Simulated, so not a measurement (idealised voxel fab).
voxel ribs on slabs: a process module
Square cells of 5 nm make up the cross-section cut, whose width is 190 nm.
The cross-sections in this document take the form of a grid made of square cells. They are written out as bands, in order from top to bottom. Each band consists of one or more rows of cells.
Within each band entry, the heights of the top and of the bottom of the band appear first, in that order and in nm; the materials of the band then follow from left to right, each with its corresponding width in nm. The designation "throughout" on a single material indicates that it fills the band from edge to edge; the designation "empty" indicates empty space.
Heights are measured from 0, the level below which the as-received wafer is all one material; the lowest band has no bottom and continues downward, written as in "0 nm and below".
A width given as "30..40" starts at the first number in the band's top row and ends at the second number in its bottom row, shifting by an equal amount at every step from row to row.
"remained the same" for a step: no cell of the cross-section changed in that step.
Closed-off voids of 8+ cells (no open route to the top) go in "Entrapped voids", written width x height at distance from the left edge, in nm.
Step line, after settings: the simulator's comment on this step.
The line of a step may include "overlay nm". On a step with a mask, this value is how far to the right of its planned place the mask lay. A negative value means the mask lay to the left.

Set out below are the planned steps of the process
| 1 | RECEIVE | material Si |
| 2 | DIRECTIONAL_DEP | material SiO2 | thk nm 20 |
| 3 | DIRECTIONAL_DEP | material SiN | thk nm 20 |
| 4 | DIRECTIONAL_DEP | material aC | thk nm 10 |
| 5 | PATTERN | tone cover | mask id RIB | material resist | width nm 15 | thk nm 25 | overlay nm 0 |
| 6 | DIRECTIONAL_ETCH | etch materials aC | depth nm 10 |
| 7 | STRIP | etch materials resist |
| 8 | DIRECTIONAL_ETCH | etch materials SiN | depth nm 15 |
| 9 | STRIP | etch materials aC |
| 10 | PATTERN | tone cover | mask id SLAB | material resist | width nm 65 | thk nm 20 | overlay nm 0 |
| 11 | DIRECTIONAL_ETCH | etch materials SiN | depth nm 5 |
| 12 | STRIP | etch materials resist |
| 13 | FILL_DEP | material SiO2 | thk nm 20 |
| 14 | CMP | height nm 50 |
| 15 | DIRECTIONAL_DEP | material W | thk nm 10 |
| 16 | PATTERN | tone cover | mask id HEATER | material resist | width nm 25 | thk nm 15 | overlay nm 0 |
| 17 | DIRECTIONAL_ETCH | etch materials W | depth nm 10 |
| 18 | STRIP | etch materials resist |
| 19 | CONFORMAL_DEP | material SiN | thk nm 5 |

The cross-section here shows the wafer as received, i.e. in its state after step 1
    0 nm and below  Si throughout
    Entrapped voids: none

What the wafer looks like in cross-section after this module, when it starts as shown above and follows the plan above but one mistake is made in running it
    65 nm to 60 nm  empty: 75, SiN: 35, empty: 80
    60 nm to 55 nm  empty: 75, SiN: 5, W: 25, SiN: 5, empty: 80
    55 nm to 50 nm  SiN: 80, W: 25, SiN: 85
    50 nm to 35 nm  SiO2 throughout
    35 nm to 30 nm  SiO2: 60, SiN: 65, SiO2: 65
    30 nm to 20 nm  aC throughout
    20 nm to 0 nm  SiO2 throughout
    0 nm and below  Si throughout
    Entrapped voids: none
Processing error: contrary to the plan, steps 3 and 4 were processed in exchanged order
